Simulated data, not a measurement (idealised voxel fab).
process module | voxel plated lines
We display cut, a cross-section 165 nm in width whose square cells are each 5 nm.
Cross-section = grid of square cells, listed top down in bands; band = one or more rows.
Per band: top height and bottom height in nm, followed by the left-to-right materials and their widths in nm; "everywhere" marks a single material spanning edge to edge, "air" marks empty space.
Heights are reckoned from 0. Under this level, the received wafer is all of one material. The bottommost band is open-ended downward, for example "0..down".
Top row gets the first number, bottom row gets the second, and each row in between changes by the same step: that is how a band width like "30..40" works.
No cell of the cross-section changed in a step that is given as "all unchanged".
Under "Enclosed empty spaces" you'll find the enclosed gaps, the ones with no way out to the top, that are 8 cells or bigger; each reads width x height at distance, with distance counted from the left edge, everything in nm.
The remark found on a step's line after its settings is issued by the simulator itself and pertains to that step.
When a step includes a mask, the "overlay nm" setting on its line states how far to the right of its planned place that mask lay, and negative values state how far to the left.
## Steps planned for the process
- 1: RECEIVE with material Si
- 2: CONFORMAL_DEP with material Al2O3, thk nm 10
- 3: DIRECTIONAL_DEP with material TiN, thk nm 5
- 4: PATTERN with tone open, mask id LINES, material resist, width nm 15, pitch nm 40, thk nm 35, overlay nm 0
- 5: EPI with material Ru, thk nm 5
- 6: EPI with material Ru, thk nm 10
- 7: EPI with material Ru, thk nm 10
- 8: STRIP with etch materials resist
- 9: DIRECTIONAL_ETCH with etch materials TiN, depth nm 5
- 10: CONFORMAL_DEP with material SiO2, thk nm 10
## What follows covers the first of two wafers; it ran as planned
## Wafer at receipt (post step 1), cross-section
- 0..down  Si everywhere
- Enclosed empty spaces: none
## Cross-section of the wafer subsequent to step 2
- 10..0  Al2O3 everywhere
- Rest of section, below 0: as before.
## Cross-section of the wafer subsequent to step 3
- 15..10  TiN everywhere
- Rest of section, below 10: as before.
## Cross-section of the wafer subsequent to step 4
- 50..15  35 nm resist  15 nm air  25 nm resist  15 nm air  25 nm resist  15 nm air  35 nm resist
- Rest of section, below 15: as before.
## Cross-section of the wafer subsequent to step 5
- 50..20  35 nm resist  15 nm air  25 nm resist  15 nm air  25 nm resist  15 nm air  35 nm resist
- 20..15  35 nm resist  15 nm Ru  25 nm resist  15 nm Ru  25 nm resist  15 nm Ru  35 nm resist
- Rest of section, below 15: as before.
## Cross-section of the wafer subsequent to step 6
- 50..30  35 nm resist  15 nm air  25 nm resist  15 nm air  25 nm resist  15 nm air  35 nm resist
- 30..15  35 nm resist  15 nm Ru  25 nm resist  15 nm Ru  25 nm resist  15 nm Ru  35 nm resist
- Rest of section, below 15: as before.
## Cross-section of the wafer subsequent to step 7
- 50..40  35 nm resist  15 nm air  25 nm resist  15 nm air  25 nm resist  15 nm air  35 nm resist
- 40..15  35 nm resist  15 nm Ru  25 nm resist  15 nm Ru  25 nm resist  15 nm Ru  35 nm resist
- Rest of section, below 15: as before.
## Cross-section of the wafer subsequent to step 8
- 40..15  35 nm air  15 nm Ru  25 nm air  15 nm Ru  25 nm air  15 nm Ru  35 nm air
- Rest of section, below 15: as before.
## Cross-section of the wafer subsequent to step 9
- 40..15  35 nm air  15 nm Ru  25 nm air  15 nm Ru  25 nm air  15 nm Ru  35 nm air
- 15..10  35 nm air  15 nm TiN  25 nm air  15 nm TiN  25 nm air  15 nm TiN  35 nm air
- Rest of section, below 10: as before.
## Cross-section of the wafer subsequent to step 10
- 50..40  25 nm air  35 nm SiO2  5 nm air  35 nm SiO2  5 nm air  35 nm SiO2  25 nm air
- 40..20  25 nm air  10 nm SiO2  15 nm Ru  10 nm SiO2  5 nm air  10 nm SiO2  15 nm Ru  10 nm SiO2  5 nm air  10 nm SiO2  15 nm Ru  10 nm SiO2  25 nm air
- 20..15  35 nm SiO2  15 nm Ru  25 nm SiO2  15 nm Ru  25 nm SiO2  15 nm Ru  35 nm SiO2
- 15..10  35 nm SiO2  15 nm TiN  25 nm SiO2  15 nm TiN  25 nm SiO2  15 nm TiN  35 nm SiO2
- Rest of section, below 10: as before.
## Now the other wafer: same start, same recipe, but we messed up one thing when running it. Up to and including step 3 it's the same as the first one
## Second wafer, sectioned view, at step 4's planned end time
- 50..15  35 nm resist  20 nm air  20 nm resist  20 nm air  20 nm resist  20 nm air  30 nm resist
- Rest of section, below 15: as before.
## Second wafer, sectioned view, at step 5's planned end time
- 50..20  35 nm resist  20 nm air  20 nm resist  20 nm air  20 nm resist  20 nm air  30 nm resist
- 20..15  35 nm resist  20 nm Ru  20 nm resist  20 nm Ru  20 nm resist  20 nm Ru  30 nm resist
- Rest of section, below 15: as before.
## Second wafer, sectioned view, at step 6's planned end time
- 50..30  35 nm resist  20 nm air  20 nm resist  20 nm air  20 nm resist  20 nm air  30 nm resist
- 30..15  35 nm resist  20 nm Ru  20 nm resist  20 nm Ru  20 nm resist  20 nm Ru  30 nm resist
- Rest of section, below 15: as before.
## Second wafer, sectioned view, at step 7's planned end time
- 50..40  35 nm resist  20 nm air  20 nm resist  20 nm air  20 nm resist  20 nm air  30 nm resist
- 40..15  35 nm resist  20 nm Ru  20 nm resist  20 nm Ru  20 nm resist  20 nm Ru  30 nm resist
- Rest of section, below 15: as before.
## Second wafer, sectioned view, at step 8's planned end time
- 40..15  35 nm air  20 nm Ru  20 nm air  20 nm Ru  20 nm air  20 nm Ru  30 nm air
- Rest of section, below 15: as before.
## Second wafer, sectioned view, at step 9's planned end time
- 40..15  35 nm air  20 nm Ru  20 nm air  20 nm Ru  20 nm air  20 nm Ru  30 nm air
- 15..10  35 nm air  20 nm TiN  20 nm air  20 nm TiN  20 nm air  20 nm TiN  30 nm air
- Rest of section, below 10: as before.
## Second wafer, sectioned view, at step 10's planned end time
- 50..40  25 nm air  120 nm SiO2  20 nm air
- 40..20  25 nm air  10 nm SiO2  20 nm Ru  20 nm SiO2  20 nm Ru  20 nm SiO2  20 nm Ru  10 nm SiO2  20 nm air
- 20..15  35 nm SiO2  20 nm Ru  20 nm SiO2  20 nm Ru  20 nm SiO2  20 nm Ru  30 nm SiO2
- 15..10  35 nm SiO2  20 nm TiN  20 nm SiO2  20 nm TiN  20 nm SiO2  20 nm TiN  30 nm SiO2
- Rest of section, below 10: as before.
Which mistake was made when the wafer was run? step 4 off recipe, ran as PATTERN with tone open, mask id LINES, material resist, width nm 20, pitch nm 40, thk nm 35, overlay nm 0
Final wafer comparison in cells, second versus first, more or fewer per material: +15 Ru, +3 TiN
